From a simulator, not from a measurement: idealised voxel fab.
The following process module bears the name voxel released beams.
Cross-section cut spans 285 nm and uses square cells 5 nm in size.
Think of the cross-section as a grid of square cells. We describe it in bands, top to bottom, and each band covers one or more rows of those cells. The entry gives the band's vertical extent as a top height and a bottom height in nm, then its horizontal make-up as materials from left to right, each with a width in nm. "air" stands for empty space; a single material marked "edge to edge" fills the band edge to edge. Heights are expressed relative to 0, this being the level below which the as-received wafer comprises one material exclusively. The lowest band is unbounded in the downward direction and is denoted as in "0 down". Note: "30..40" means the width goes from the first number (top row of the band) to the second number (bottom row) in equal steps per row of cells. A step reported as "stayed the same" is a step in which no cell of the cross-section changed. "Voids lacking openings" lists enclosed empty spaces (at least 8 cells, no open path upward to the top), each as width x height at distance from the left edge, in nm. Post-settings text on a step line: simulator's own remark regarding the step. "overlay nm" denotes, for a step that has a mask, the displacement of the mask to the right of its planned place, with negative values corresponding to the left.
-- Planned process steps
- 1: RECEIVE: material Si
- 2: CONFORMAL_DEP: material Al2O3, thk nm 5
- 3: DIRECTIONAL_DEP: material SiO2, thk nm 20
- 4: PATTERN: tone open, mask id ANCHOR, material resist, width nm 35, thk nm 15, overlay nm 0
- 5: DIRECTIONAL_ETCH: etch materials SiO2, depth nm 20
- 6: STRIP: etch materials resist
- 7: CONFORMAL_DEP: material W, thk nm 15
- 8: MASKED_ETCH: tone cover, mask id BEAM, width nm 95, etch materials W, depth nm 15, overlay nm 0
- 9: STRIP: etch materials SiO2
-- The first of the two wafers, which ran as planned
-- Delivered wafer in cross-section: state after step 1
- 0 down | Si edge to edge
- Voids lacking openings: none
-- Take a look at the wafer's cross-section after step 2
- 5 to 0 | Al2O3 edge to edge
- Beneath the level 0, the cross-section is identical to its previous state.
-- Take a look at the wafer's cross-section after step 3
- 25 to 5 | SiO2 edge to edge
- Beneath the level 5, the cross-section is identical to its previous state.
-- Take a look at the wafer's cross-section after step 4
- 40 to 25 | 95 resist, 35 air, 155 resist
- Beneath the level 25, the cross-section is identical to its previous state.
-- Take a look at the wafer's cross-section after step 5
- 40 to 25 | 95 resist, 35 air, 155 resist
- 25 to 5 | 95 SiO2, 35 air, 155 SiO2
- Beneath the level 5, the cross-section is identical to its previous state.
-- Take a look at the wafer's cross-section after step 6
- 25 to 5 | 95 SiO2, 35 air, 155 SiO2
- Beneath the level 5, the cross-section is identical to its previous state.
-- Take a look at the wafer's cross-section after step 7
- 40 to 25 | 110 W, 5 air, 170 W
- 25 to 20 | 95 SiO2, 15 W, 5 air, 15 W, 155 SiO2
- 20 to 5 | 95 SiO2, 35 W, 155 SiO2
- Beneath the level 5, the cross-section is identical to its previous state.
-- Take a look at the wafer's cross-section after step 8
- 40 to 25 | 90 air, 20 W, 5 air, 70 W, 100 air
- Beneath the level 25, the cross-section is identical to its previous state.
-- Take a look at the wafer's cross-section after step 9
- 40 to 25 | 90 air, 20 W, 5 air, 70 W, 100 air
- 25 to 20 | 95 air, 15 W, 5 air, 15 W, 155 air
- 20 to 5 | 95 air, 35 W, 155 air
- Beneath the level 5, the cross-section is identical to its previous state.
-- Here the second wafer is described. Its start and its plan were those of the first wafer. Its run contained one mistake. Up to and including step 1, it did exactly what the first wafer did
-- when step 2 should have ended
- 5 to 0 | W edge to edge
- Beneath the level 0, the cross-section is identical to its previous state.
-- when step 3 should have ended
- 25 to 5 | SiO2 edge to edge
- Beneath the level 5, the cross-section is identical to its previous state.
-- when step 4 should have ended
- 40 to 25 | 95 resist, 35 air, 155 resist
- Beneath the level 25, the cross-section is identical to its previous state.
-- when step 5 should have ended
- 40 to 25 | 95 resist, 35 air, 155 resist
- 25 to 5 | 95 SiO2, 35 air, 155 SiO2
- Beneath the level 5, the cross-section is identical to its previous state.
-- when step 6 should have ended
- 25 to 5 | 95 SiO2, 35 air, 155 SiO2
- Beneath the level 5, the cross-section is identical to its previous state.
-- when step 7 should have ended
- 40 to 25 | 110 W, 5 air, 170 W
- 25 to 20 | 95 SiO2, 15 W, 5 air, 15 W, 155 SiO2
- 20 to 5 | 95 SiO2, 35 W, 155 SiO2
- Beneath the level 5, the cross-section is identical to its previous state.
-- when step 8 should have ended
- 40 to 25 | 90 air, 20 W, 5 air, 70 W, 100 air
- Beneath the level 25, the cross-section is identical to its previous state.
-- when step 9 should have ended
- 40 to 25 | 90 air, 20 W, 5 air, 70 W, 100 air
- 25 to 20 | 95 air, 15 W, 5 air, 15 W, 155 air
- 20 to 5 | 95 air, 35 W, 155 air
- Beneath the level 5, the cross-section is identical to its previous state.
Want to know what went wrong? so step 2 ended up running with a different setting than we planned, it ran as CONFORMAL_DEP: material W, thk nm 5
FYI, end of process, the second wafer has more or fewer cells of some materials than the first: 57 fewer of Al2O3 | 57 more of W
